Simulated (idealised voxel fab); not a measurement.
This is a process module. Its name is voxel local oxidation.
cross-section cut | 275 nm wide | cells 5 nm
Cross-section spec: square-cell grid; bands listed top down; each band is one or more rows.
Heights first: top, then bottom, in nm. Then materials, left to right, each with a width in nm. "throughout" on a single material: fills the band edge to edge. "air": empty space.
Height reference: 0 = level under which incoming wafer is all one material. Lowest band: no bottom, runs on downward, e.g. "0 -> down".
Width spec "30 to 40" -> top row of cells at first value, bottom row at second value, equal per-row change in between.
Step marked "remained unchanged"? Then no cell in the cross-section changed in it.
Closed empty spaces (no open way to the top) of 8 cells or more are what "Sealed internal voids" lists, each as width x height at distance from the left edge, nm for all three.
Read whatever lies past the settings on a step's line as the simulator's own remark about the step.
The setting "overlay nm" may be written on the line of a step. When the step uses a mask, the value reports how far to the right of the planned place the mask lay, and a negative value reports that it lay to the left.

Intended process steps
- 1: RECEIVE | material Si
- 2: OXIDIZE | depth nm 5
- 3: CONFORMAL_DEP | material SiN | thk nm 15
- 4: PATTERN | tone cover | mask id ACTIVE | material resist | width nm 130 | thk nm 15 | overlay nm 0
- 5: DIRECTIONAL_ETCH | etch materials SiN | depth nm 15
- 6: STRIP | etch materials resist
- 7: SELECTIVE_ETCH | etch materials SiO2 | depth nm 5
- 8: OXIDIZE | depth nm 15
- 9: STRIP | etch materials SiN

First of two wafers, processed according to plan

Cross-section: wafer on arrival = after step 1
    0 -> down: Si throughout
    Sealed internal voids: none

Once step 2 is through, the wafer looks like this in cross-section
    0 -> -5: SiO2 throughout
    Anything lower than -5 is untouched.

Once step 3 is through, the wafer looks like this in cross-section
    15 -> 0: SiN throughout
    Anything lower than 0 is untouched.

Once step 4 is through, the wafer looks like this in cross-section
    30 -> 15: air 70 nm, then resist 130 nm, then air 75 nm
    Anything lower than 15 is untouched.

Once step 5 is through, the wafer looks like this in cross-section
    30 -> 15: air 70 nm, then resist 130 nm, then air 75 nm
    15 -> 0: air 70 nm, then SiN 130 nm, then air 75 nm
    Anything lower than 0 is untouched.

Once step 6 is through, the wafer looks like this in cross-section
    15 -> 0: air 70 nm, then SiN 130 nm, then air 75 nm
    Anything lower than 0 is untouched.

Once step 7 is through, the wafer looks like this in cross-section
    15 -> 0: air 70 nm, then SiN 130 nm, then air 75 nm
    0 -> -5: air 75 nm, then SiO2 120 nm, then air 80 nm
    Anything lower than -5 is untouched.

Once step 8 is through, the wafer looks like this in cross-section
    15 -> 0: air 70 nm, then SiN 130 nm, then air 75 nm
    0 -> -5: air 75 nm, then SiO2 120 nm, then air 80 nm
    -5 -> -20: SiO2 90 nm, then Si 90 nm, then SiO2 95 nm
    Anything lower than -20 is untouched.

Once step 9 is through, the wafer looks like this in cross-section
    0 -> -5: air 75 nm, then SiO2 120 nm, then air 80 nm
    Anything lower than -5 is untouched.

Second Wafer (Identical Start and Plan, One Processing Error; Matches First Wafer Through Step 3)

X-section, second wafer, when step 4 was due to finish
    30 -> 15: air 75 nm, then resist 125 nm, then air 75 nm
    Anything lower than 15 is untouched.

X-section, second wafer, when step 5 was due to finish
    30 -> 15: air 75 nm, then resist 125 nm, then air 75 nm
    15 -> 0: air 75 nm, then SiN 125 nm, then air 75 nm
    Anything lower than 0 is untouched.

X-section, second wafer, when step 6 was due to finish
    15 -> 0: air 75 nm, then SiN 125 nm, then air 75 nm
    Anything lower than 0 is untouched.

X-section, second wafer, when step 7 was due to finish
    15 -> 0: air 75 nm, then SiN 125 nm, then air 75 nm
    0 -> -5: air 80 nm, then SiO2 115 nm, then air 80 nm
    Anything lower than -5 is untouched.

X-section, second wafer, when step 8 was due to finish
    15 -> 0: air 75 nm, then SiN 125 nm, then air 75 nm
    0 -> -5: air 80 nm, then SiO2 115 nm, then air 80 nm
    -5 -> -20: SiO2 95 nm, then Si 85 nm, then SiO2 95 nm
    Anything lower than -20 is untouched.

X-section, second wafer, when step 9 was due to finish
    0 -> -5: air 80 nm, then SiO2 115 nm, then air 80 nm
    Anything lower than -5 is untouched.
It is concluded that the wafer was processed incorrectly with respect to the plan, in that in deviation from the planned setting, step 4 was conducted as PATTERN | tone cover | mask id ACTIVE | material resist | width nm 125 | thk nm 15 | overlay nm 0
FYI, end of process, the second wafer has more or fewer cells of some materials than the first: Si -3; SiO2 +2
